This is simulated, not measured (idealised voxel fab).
process module | voxel self aligned contacts
cross-section cut | 230 nm wide | cells 5 nm
A cross-section is a grid of square cells, given in bands from the top down. A band is one or more rows of cells.
Each band's line starts with the height of the band's top and of its bottom, in nm. Then come its materials from left to right, each with its width in nm. One material with "throughout" fills the band from edge to edge. "air" is empty space.
Height 0 is the level under which the wafer as received is all one material. The lowest band goes on downwards, as in "0 down".
A width such as "30 to 40" changes by the same amount from each row of cells to the next, from the band's top row to its bottom row.
"no change" after a step means that no cell of the cross-section changed.
closed voids: empty space of 8 cells or more with no open way to the top, each as width x height at its distance from the left edge, in nm
after a step's settings: what the simulator itself notes on the step
overlay nm, on a step with a mask: how far to the right of its planned place the mask lay; to the left if negative
plan
1 op RECEIVE | material Si
2 op CONFORMAL_DEP | material SiO2 | thk nm 5
3 op DIRECTIONAL_DEP | material polySi | thk nm 30
4 op DIRECTIONAL_DEP | material SiN | thk nm 20
5 op PATTERN | tone cover | mask id GATE | material resist | width nm 35 | pitch nm 60 | thk nm 15 | overlay nm 0
6 op DIRECTIONAL_ETCH | etch materials SiN | depth nm 20
7 op DIRECTIONAL_ETCH | etch materials polySi | depth nm 30
8 op STRIP | etch materials resist
9 op CONFORMAL_DEP | material SiN | thk nm 5
10 op DIRECTIONAL_ETCH | etch materials SiN | depth nm 5
11 op FILL_DEP | material SiO2 | thk nm 20
12 op CMP | height nm 65
13 op PATTERN | tone open | mask id CONTACT | material resist | width nm 35 | thk nm 15 | overlay nm 0
14 op DIRECTIONAL_ETCH | etch materials SiO2 | depth nm 65
15 op STRIP | etch materials resist
16 op CONFORMAL_DEP | material TiN | thk nm 5
17 op FILL_DEP | material Ru | thk nm 10
18 op CMP | height nm 65
19 op CONFORMAL_DEP | material SiCN | thk nm 5
as received, after step 1
  0 down: Si throughout
  closed voids: none
first wafer at the end, as planned
  70 to 65: SiCN throughout
  65 to 55: SiO2 95 | TiN 5 to 15 | Ru 25 to 5 | TiN 5 to 15 | SiO2 100
  55 to 35: SiO2 60 | SiN 45 | TiN 5 | Ru 5 | TiN 5 | SiN 45 | SiO2 65
  35 to 5: SiO2 60 | SiN 5 | polySi 35 | SiN 5 | TiN 5 | Ru 5 | TiN 5 | SiN 5 | polySi 35 | SiN 5 | SiO2 65
  5 to 0: SiO2 105 | TiN 15 | SiO2 110
  0 down: Si throughout
  closed voids: none
second wafer at the end: like start, like plan, one mistake
  70 to 65: SiCN throughout
  65 to 60: Ru throughout
  60 to 55: TiN 110 | Ru 5 | TiN 115
  55 to 35: SiO2 60 | SiN 45 | TiN 5 | Ru 5 | TiN 5 | SiN 45 | SiO2 65
  35 to 5: SiO2 60 | SiN 5 | polySi 35 | SiN 5 | TiN 5 | Ru 5 | TiN 5 | SiN 5 | polySi 35 | SiN 5 | SiO2 65
  5 to 0: SiO2 105 | TiN 15 | SiO2 110
  0 down: Si throughout
  closed voids: none
what went wrong: step 12 ran as: op CMP | height nm 55
at the end the second wafer has, in cells: 41 more of Ru | 78 fewer of SiO2 | 37 more of TiN
